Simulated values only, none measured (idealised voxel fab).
process module | voxel transistor to metal
cross-section cut | 210 nm wide | cells 5 nm
A cross-section is a grid of square cells, given in bands from the top down. A band is one or more rows of cells.
Each band's line starts with the height of the band's top and of its bottom, in nm. Then come its materials from left to right, each with its width in nm. One material with "throughout" fills the band from edge to edge. "air" is empty space.
Height 0 is the level under which the wafer as received is all one material. The lowest band goes on downwards, as in "0 down".
A width such as "30 to 40" changes by the same amount from each row of cells to the next, from the band's top row to its bottom row.
"no change" after a step means that no cell of the cross-section changed.
closed voids: empty space of 8 cells or more with no open way to the top, each as width x height at its distance from the left edge, in nm
after a step's settings: what the simulator itself notes on the step
overlay nm, on a step with a mask: how far to the right of its planned place the mask lay; to the left if negative
Each pair below shows a cross-section before one step and the cross-section after it, down to the lowest band that changed. The line under each pair gives the step between them, with its settings. The pairs can come from different runs of this module on the same starting wafer, so a pair continues from the pair above only where its "before" says so.
before
  55 to 45: W throughout
  45 to 40: TiN 65 | W 5 | TiN 65 | W 5 | TiN 70
  40 to 30: SiO2 60 | TiN 5 | W 5 | TiN 5 | SiO2 55 | TiN 5 | W 5 | TiN 5 | SiO2 65
  30 to 25: SiO2 60 | TiN 15 | SiO2 55 | TiN 15 | SiO2 65
  25 to 5: W 80 | TiN 5 | HfO2 5 | SiN 5 | SiO2 15 | SiN 5 | HfO2 5 | TiN 5 | W 85
  5 to 0: TiN 85 | HfO2 5 | SiN 5 | SiO2 15 | SiN 5 | HfO2 5 | TiN 90
  0 to -5: HfO2 95 | pSi 15 | HfO2 100
  -5 to -40: SiO2 55 | Si 95 | SiO2 60
  -40 down: Si throughout
  closed voids: none
after
  40 to 30: SiO2 60 | TiN 5 | W 5 | TiN 5 | SiO2 55 | TiN 5 | W 5 | TiN 5 | SiO2 65
  below 30: unchanged
  closed voids: none
the step between: op CMP | height nm 40
before: the cross-section after the pair above
after
  45 to 40: TiN throughout
  below 40: unchanged
  closed voids: none
the step between: op DIRECTIONAL_DEP | material TiN | thk nm 5
before: the cross-section after the pair above
after
  65 to 45: Ru throughout
  below 45: unchanged
  closed voids: none
the step between: op DIRECTIONAL_DEP | material Ru | thk nm 20
before: the cross-section after the pair above
after
  65 to 45: air 60 | Ru 15 | air 55 | Ru 15 | air 65
  below 45: unchanged
  closed voids: none
the step between: op MASKED_ETCH | tone cover | mask id METAL_1 | width nm 15 | pitch nm 70 | etch materials Ru | depth nm 20 | overlay nm 0
before: the cross-section after the pair above
after
  65 to 45: air 60 | Ru 15 | air 55 | Ru 15 | air 65
  45 to 40: air 60 | TiN 15 | air 55 | TiN 15 | air 65
  below 40: unchanged
  closed voids: none
the step between: op MASKED_ETCH | tone cover | mask id METAL_1 | width nm 15 | pitch nm 70 | etch materials TiN | depth nm 5 | overlay nm 0
before: the cross-section after the pair above
after
  70 to 65: lowk throughout
  65 to 45: lowk 60 | Ru 15 | lowk 55 | Ru 15 | lowk 65
  45 to 40: lowk 60 | TiN 15 | lowk 55 | TiN 15 | lowk 65
  below 40: unchanged
  closed voids: none
the step between: op FILL_DEP | material lowk | thk nm 5
before: the cross-section after the pair above
after
  65 to 45: lowk 60 | Ru 15 | lowk 55 | Ru 15 | lowk 65
  below 45: unchanged
  closed voids: none
the step between: op CMP | height nm 65
before: the cross-section after the pair above
after
  70 to 65: SiCN throughout
  below 65: unchanged
  closed voids: none
the step between: op CONFORMAL_DEP | material SiCN | thk nm 5
